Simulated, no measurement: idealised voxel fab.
process module | voxel ribs on slabs
It is cross-section cut that appears here, measuring 250 nm in width, its square cells being 5 nm in size.
The cross-sections in this document take the form of a grid made of square cells. They are written out as bands, in order from top to bottom. Each band consists of one or more rows of cells. Band entry format. Leading values: height of top, height of bottom, nm. Remainder: materials in left-to-right order, each with its width in nm. Special words: "throughout" on a single material, which then fills the band edge to edge; "blank", empty space. A quick word on heights: they are counted from 0, and under that level the wafer as it came to us is one material throughout. The lowest band is different from the rest in having no bottom; it simply continues downward, written as in "0 -> down". It should be noted that a width expressed as "30->40" varies in equal increments from row to row of cells within the band, taking the value of the first number at the top row and that of the second number at the bottom row. You'll sometimes find "no alterations made" written for a step, and that's the way of saying that nowhere in the cross-section did a cell change during that step. The list in "Listed closed voids" covers empty spaces of 8 cells or more that cannot reach the top through any open way, and it gives each as width x height at distance; the distance is from the left edge, and width, height and distance are in nm. On each step's line, the part that comes after the settings is the simulator's own comment on the step. The line of a step may include "overlay nm". On a step with a mask, this value is how far to the right of its planned place the mask lay. A negative value means the mask lay to the left.

List of planned process steps
1: RECEIVE,material Si
2: DIRECTIONAL_DEP,material SiO2,thk nm 30
3: DIRECTIONAL_DEP,material polySi,thk nm 20
4: PATTERN,tone cover,mask id RIB,material resist,width nm 30,thk nm 15,overlay nm 0
5: DIRECTIONAL_ETCH,etch materials polySi,depth nm 5
6: STRIP,etch materials resist
7: PATTERN,tone cover,mask id SLAB,material resist,width nm 80,thk nm 15,overlay nm 0
8: DIRECTIONAL_ETCH,etch materials polySi,depth nm 15
9: STRIP,etch materials resist
10: FILL_DEP,material SiO2,thk nm 15
11: CMP,height nm 60
12: DIRECTIONAL_DEP,material W,thk nm 10
13: PATTERN,tone cover,mask id HEATER,material resist,width nm 40,thk nm 20,overlay nm 0
14: DIRECTIONAL_ETCH,etch materials W,depth nm 10
15: STRIP,etch materials resist
16: CONFORMAL_DEP,material SiO2,thk nm 5

First wafer, as planned

Cross-section of the incoming wafer, state after step 1
* 0 -> down: Si throughout
* Listed closed voids: none

The wafer, seen in cross-section, after step 2
* 30 -> 0: SiO2 throughout
* Note: structure below 0 unchanged.

The wafer, seen in cross-section, after step 3
* 50 -> 30: polySi throughout
* Note: structure below 30 unchanged.

The wafer, seen in cross-section, after step 4
* 65 -> 50: blank (110), then resist (30), then blank (110)
* Note: structure below 50 unchanged.

The wafer, seen in cross-section, after step 5
* 65 -> 50: blank (110), then resist (30), then blank (110)
* 50 -> 45: blank (110), then polySi (30), then blank (110)
* Note: structure below 45 unchanged.

The wafer, seen in cross-section, after step 6
* 50 -> 45: blank (110), then polySi (30), then blank (110)
* Note: structure below 45 unchanged.

The wafer, seen in cross-section, after step 7
* 65 -> 50: blank (85), then resist (80), then blank (85)
* 50 -> 45: blank (85), then resist (25), then polySi (30), then resist (25), then blank (85)
* Note: structure below 45 unchanged.

The wafer, seen in cross-section, after step 8
* 65 -> 50: blank (85), then resist (80), then blank (85)
* 50 -> 45: blank (85), then resist (25), then polySi (30), then resist (25), then blank (85)
* 45 -> 30: blank (85), then polySi (80), then blank (85)
* Note: structure below 30 unchanged.

The wafer, seen in cross-section, after step 9
* 50 -> 45: blank (110), then polySi (30), then blank (110)
* Note: structure below 45 unchanged.

The wafer, seen in cross-section, after step 10
* 65 -> 50: SiO2 throughout
* 50 -> 45: SiO2 (110), then polySi (30), then SiO2 (110)
* 45 -> 30: SiO2 (85), then polySi (80), then SiO2 (85)
* Note: structure below 30 unchanged.

The wafer, seen in cross-section, after step 11
* 60 -> 50: SiO2 throughout
* Note: structure below 50 unchanged.

The wafer, seen in cross-section, after step 12
* 70 -> 60: W throughout
* Note: structure below 60 unchanged.

The wafer, seen in cross-section, after step 13
* 90 -> 70: blank (105), then resist (40), then blank (105)
* Note: structure below 70 unchanged.

The wafer, seen in cross-section, after step 14
* 90 -> 70: blank (105), then resist (40), then blank (105)
* 70 -> 60: blank (105), then W (40), then blank (105)
* Note: structure below 60 unchanged.

The wafer, seen in cross-section, after step 15
* 70 -> 60: blank (105), then W (40), then blank (105)
* Note: structure below 60 unchanged.

The wafer, seen in cross-section, after step 16
* 75 -> 70: blank (100), then SiO2 (50), then blank (100)
* 70 -> 65: blank (100), then SiO2 (5), then W (40), then SiO2 (5), then blank (100)
* 65 -> 60: SiO2 (105), then W (40), then SiO2 (105)
* Note: structure below 60 unchanged.

Wafer two of the pair: same origin, same plan, one error during the run; identical to wafer one up to and including step 2

Second wafer, cross-section, planned end of step 3
* 70 -> 30: polySi throughout
* Note: structure below 30 unchanged.

Second wafer, cross-section, planned end of step 4
* 85 -> 70: blank (110), then resist (30), then blank (110)
* Note: structure below 70 unchanged.

Second wafer, cross-section, planned end of step 5
* 85 -> 70: blank (110), then resist (30), then blank (110)
* 70 -> 65: blank (110), then polySi (30), then blank (110)
* Note: structure below 65 unchanged.

Second wafer, cross-section, planned end of step 6
* 70 -> 65: blank (110), then polySi (30), then blank (110)
* Note: structure below 65 unchanged.

Second wafer, cross-section, planned end of step 7
* 85 -> 70: blank (85), then resist (80), then blank (85)
* 70 -> 65: blank (85), then resist (25), then polySi (30), then resist (25), then blank (85)
* Note: structure below 65 unchanged.

Second wafer, cross-section, planned end of step 8
* 85 -> 70: blank (85), then resist (80), then blank (85)
* 70 -> 65: blank (85), then resist (25), then polySi (30), then resist (25), then blank (85)
* 65 -> 50: blank (85), then polySi (80), then blank (85)
* Note: structure below 50 unchanged.

Second wafer, cross-section, planned end of step 9
* 70 -> 65: blank (110), then polySi (30), then blank (110)
* Note: structure below 65 unchanged.

Second wafer, cross-section, planned end of step 10
* 85 -> 70: SiO2 throughout
* 70 -> 65: SiO2 (110), then polySi (30), then SiO2 (110)
* 65 -> 50: SiO2 (85), then polySi (80), then SiO2 (85)
* Note: structure below 50 unchanged.

Second wafer, cross-section, planned end of step 11
* 60 -> 50: SiO2 (85), then polySi (80), then SiO2 (85)
* Note: structure below 50 unchanged.

Second wafer, cross-section, planned end of step 12
* 70 -> 60: W throughout
* Note: structure below 60 unchanged.

Second wafer, cross-section, planned end of step 13
* 90 -> 70: blank (105), then resist (40), then blank (105)
* Note: structure below 70 unchanged.

Second wafer, cross-section, planned end of step 14
* 90 -> 70: blank (105), then resist (40), then blank (105)
* 70 -> 60: blank (105), then W (40), then blank (105)
* Note: structure below 60 unchanged.

Second wafer, cross-section, planned end of step 15
* 70 -> 60: blank (105), then W (40), then blank (105)
* Note: structure below 60 unchanged.

Second wafer, cross-section, planned end of step 16
* 75 -> 70: blank (100), then SiO2 (50), then blank (100)
* 70 -> 65: blank (100), then SiO2 (5), then W (40), then SiO2 (5), then blank (100)
* 65 -> 60: SiO2 (105), then W (40), then SiO2 (105)
* Note: structure below 60 unchanged.
What broke from the plan during processing? in the plan, step 3 was performed twice
The final cell counts differ between the wafers, with the second having more or fewer of some materials than the first: -178 SiO2, +178 polySi
